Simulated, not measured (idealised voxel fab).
Documented hereafter: the process module known as voxel transistor to metal.
The cross-section shown here is cut; it is 160 nm wide and divided into square cells measuring 5 nm on a side.
Throughout this document, each cross-section is represented as a grid of square cells and is presented as a sequence of bands enumerated from the top downward, where a band comprises one or more rows of cells.
Read a band's entry like this: the first values are the height of its top and the height of its bottom in nm, and what follows is the sequence of materials from left to right, each with its width in nm. Note that "air" is empty space, and that a single material marked "all across" reaches across the band from edge to edge.
Heights are reckoned from 0. Under this level, the received wafer is all of one material. The bottommost band is open-ended downward, for example "0 -> down".
A width given as "30->40" starts at the first number in the band's top row and ends at the second number in its bottom row, shifting by an equal amount at every step from row to row.
What does "no alterations made" mean for a step? It means no cell of the cross-section changed in that step.
In "Closed voids list" the enclosed voids are listed, meaning empty spaces of 8 cells or larger without any opening to the top. The form is width x height at distance, distance from the left edge, units nm.
It should be noted that, on the line of a given step, the content following the step's settings is a remark produced by the simulator itself with respect to that step.
overlay nm: step with mask; distance mask lay right of planned place; negative value = left of planned place.

Steps in the process plan:
1. RECEIVE, material Si
2. OXIDIZE, depth nm 5
3. CONFORMAL_DEP, material SiN, thk nm 15
4. PATTERN, tone cover, mask id ACTIVE, material resist, width nm 120, thk nm 15, overlay nm 0
5. DIRECTIONAL_ETCH, etch materials SiN, depth nm 15
6. DIRECTIONAL_ETCH, etch materials SiO2, depth nm 5
7. DIRECTIONAL_ETCH, etch materials Si, depth nm 35
8. STRIP, etch materials resist
9. OXIDIZE, depth nm 5
10. FILL_DEP, material SiO2, thk nm 5
11. CMP, height nm 15
12. SELECTIVE_ETCH, etch materials SiO2, depth nm 5
13. STRIP, etch materials SiN
14. SELECTIVE_ETCH, etch materials SiO2, depth nm 5
15. OXIDIZE, depth nm 5
16. DIRECTIONAL_DEP, material polySi, thk nm 20
17. DIRECTIONAL_DEP, material SiCN, thk nm 10
18. MASKED_ETCH, tone cover, mask id GATE, width nm 30, etch materials SiCN, depth nm 20, overlay nm 0
19. MASKED_ETCH, tone cover, mask id GATE, width nm 30, etch materials polySi, depth nm 30, overlay nm 0
20. CONFORMAL_DEP, material SiO2, thk nm 5
21. DIRECTIONAL_ETCH, etch materials SiO2, depth nm 5
22. CONFORMAL_DEP, material SiN, thk nm 5
23. DIRECTIONAL_ETCH, etch materials SiN, depth nm 5
24. DIRECTIONAL_ETCH, etch materials SiO2, depth nm 5
25. DIRECTIONAL_ETCH, etch materials Si, depth nm 15
26. EPI, material SiGe, thk nm 20
27. FILL_DEP, material SiO2, thk nm 10
28. CMP, height nm 15
29. STRIP, etch materials polySi
30. SELECTIVE_ETCH, etch materials SiO2, depth nm 5
31. CONFORMAL_DEP, material HfO2, thk nm 5
32. CONFORMAL_DEP, material TiN, thk nm 5
33. FILL_DEP, material W, thk nm 10
34. CMP, height nm 10
35. DIRECTIONAL_DEP, material SiO2, thk nm 10
36. PATTERN, tone open, mask id CONTACT, material resist, width nm 15, pitch nm 90, thk nm 15, overlay nm 0
37. DIRECTIONAL_ETCH, etch materials SiO2, depth nm 25
38. STRIP, etch materials resist
39. CONFORMAL_DEP, material TiN, thk nm 5
40. FILL_DEP, material W, thk nm 5
41. CMP, height nm 20
42. DIRECTIONAL_DEP, material TiN, thk nm 5
43. DIRECTIONAL_DEP, material W, thk nm 20
44. PATTERN, tone cover, mask id METAL_1, material resist, width nm 20, pitch nm 90, thk nm 20, overlay nm 0
45. DIRECTIONAL_ETCH, etch materials W, depth nm 20
46. DIRECTIONAL_ETCH, etch materials TiN, depth nm 5
47. STRIP, etch materials resist
48. CONFORMAL_DEP, material SiN, thk nm 5
49. FILL_DEP, material SiO2, thk nm 10
50. CMP, height nm 45
51. CONFORMAL_DEP, material SiCN, thk nm 5
52. DIRECTIONAL_DEP, material SiO2, thk nm 35
53. PATTERN, tone open, mask id METAL_2_HOLES, material resist, width nm 15, pitch nm 90, thk nm 20, overlay nm 0
54. DIRECTIONAL_ETCH, etch materials SiO2, depth nm 35
55. STRIP, etch materials resist
56. PATTERN, tone open, mask id METAL_2, material resist, width nm 20, pitch nm 90, thk nm 15, overlay nm 0
57. DIRECTIONAL_ETCH, etch materials SiO2, depth nm 20
58. DIRECTIONAL_ETCH, etch materials SiCN, depth nm 5
59. STRIP, etch materials resist
60. CONFORMAL_DEP, material TiN, thk nm 5
61. FILL_DEP, material Cu, thk nm 10
62. CMP, height nm 85
63. CONFORMAL_DEP, material SiCN, thk nm 5
Be aware that, although all wafers share a common starting state, the width nm at step 36 differs among them, and the plan displays the first wafer's value.

This is how the first of several wafers looked in cross-section when it arrived, which is after step 1:
- 0 -> down = Si all across
- Closed voids list: none

Tabulated below, wafer by wafer, are the end-of-module results: for each material, the number of cells gained (+) or lost (-) relative to the as-received state, followed by the closed voids:
width nm 15; +20 Cu; +14 HfO2; -170 Si; +58 SiCN; +72 SiGe; +50 SiN; +417 SiO2; +73 TiN; +42 W; Closed voids list: none
width nm 20; +20 Cu; +14 HfO2; -170 Si; +58 SiCN; +72 SiGe; +50 SiN; +410 SiO2; +78 TiN; +44 W; Closed voids list: none
width nm 25; +20 Cu; +14 HfO2; -170 Si; +58 SiCN; +72 SiGe; +50 SiN; +405 SiO2; +80 TiN; +47 W; Closed voids list: none
width nm 30; +20 Cu; +14 HfO2; -170 Si; +58 SiCN; +72 SiGe; +50 SiN; +400 SiO2; +82 TiN; +50 W; Closed voids list: none
width nm 35; +20 Cu; +14 HfO2; -170 Si; +58 SiCN; +72 SiGe; +50 SiN; +393 SiO2; +86 TiN; +53 W; Closed voids list: none
